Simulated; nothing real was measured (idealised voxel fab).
The process module that follows is named voxel gate over fins.
Square cells of 5 nm make up the cross-section cut, whose width is 160 nm.
The cross-sections in this document take the form of a grid made of square cells. They are written out as bands, in order from top to bottom. Each band consists of one or more rows of cells.
Look at the band entry: it leads with the top's height and the bottom's height in nm. Then it lists the materials left to right, with a width in nm for each. The word "all across" on a single material says that material fills the band edge to edge. The word "air" is empty space.
Height is counted from the level 0, under which the received wafer is composed throughout of one material. The lowest of the bands is not closed at the bottom but continues downward, in the notation "0..down".
When a width is written as two numbers, as in "30 to 40", the first number is the width in the top row of cells of the band and the second is the width in its bottom row, and the width changes by the same amount from each row to the next.
"no modification" means the step left every cell of the cross-section as it was.
"Closed cavities" enumerates empty spaces isolated from the top, with no open way to it, that contain at least 8 cells, giving each as width x height at distance from the left edge, all three in nm.
Anything after a step's settings on that line? It's the simulator's own note about the step.
Each step line may optionally specify "overlay nm", which for a step with a mask gives the rightward distance between the mask's planned place and where it lay, a negative value indicating the leftward direction.
-- Listed below are the process steps as planned
1) RECEIVE | material Si
2) CONFORMAL_DEP | material SiN | thk nm 5
3) PATTERN | tone cover | mask id FINS | material resist | width nm 15 | pitch nm 50 | thk nm 15 | overlay nm 0
4) DIRECTIONAL_ETCH | etch materials SiN | depth nm 5
5) DIRECTIONAL_ETCH | etch materials Si | depth nm 40
6) STRIP | etch materials resist
7) FILL_DEP | material SiO2 | thk nm 15
8) CMP | height nm 5
9) DIRECTIONAL_DEP | material aC | thk nm 15
10) PATTERN | tone open | mask id RAIL | material resist | width nm 15 | thk nm 30 | overlay nm 0
11) DIRECTIONAL_ETCH | etch materials aC | depth nm 15
12) STRIP | etch materials resist
13) DIRECTIONAL_ETCH | etch materials SiO2 | depth nm 40
14) STRIP | etch materials aC
15) CONFORMAL_DEP | material TiN | thk nm 5
16) FILL_DEP | material Ru | thk nm 5
17) CMP | height nm 5
18) SELECTIVE_ETCH | etch materials W Ru TiN | depth nm 25
19) FILL_DEP | material SiO2 | thk nm 5
20) CMP | height nm 5
21) SELECTIVE_ETCH | etch materials SiO2 | depth nm 15
22) STRIP | etch materials SiN
23) CONFORMAL_DEP | material HfO2 | thk nm 5
24) CONFORMAL_DEP | material TiN | thk nm 5
25) CONFORMAL_DEP | material TiAl | thk nm 5
26) CONFORMAL_DEP | material TiN | thk nm 5
27) FILL_DEP | material W | thk nm 15
28) CMP | height nm 30
29) CONFORMAL_DEP | material SiCN | thk nm 10
The wafers in this document start out alike and differ in the width nm applied at step 10; the plan shows the value used for the first wafer.
-- Step 1 complete: as-received cross-section of the first of several wafers
	0..down: Si all across
	Closed cavities: none
-- each wafer at the end: cells of each material gained (+) or lost (-) since it was received, then its closed voids
width nm 15; +44 HfO2; +2 Ru; -184 Si; +64 SiCN; +129 SiO2; +44 TiAl; +91 TiN; +66 W; Closed cavities: none
width nm 20; +44 HfO2; +4 Ru; -184 Si; +64 SiCN; +126 SiO2; +44 TiAl; +92 TiN; +66 W; Closed cavities: none
width nm 25; +44 HfO2; +6 Ru; -184 Si; +64 SiCN; +123 SiO2; +44 TiAl; +93 TiN; +66 W; Closed cavities: none
width nm 30; +44 HfO2; +8 Ru; -184 Si; +64 SiCN; +120 SiO2; +44 TiAl; +94 TiN; +66 W; Closed cavities: none
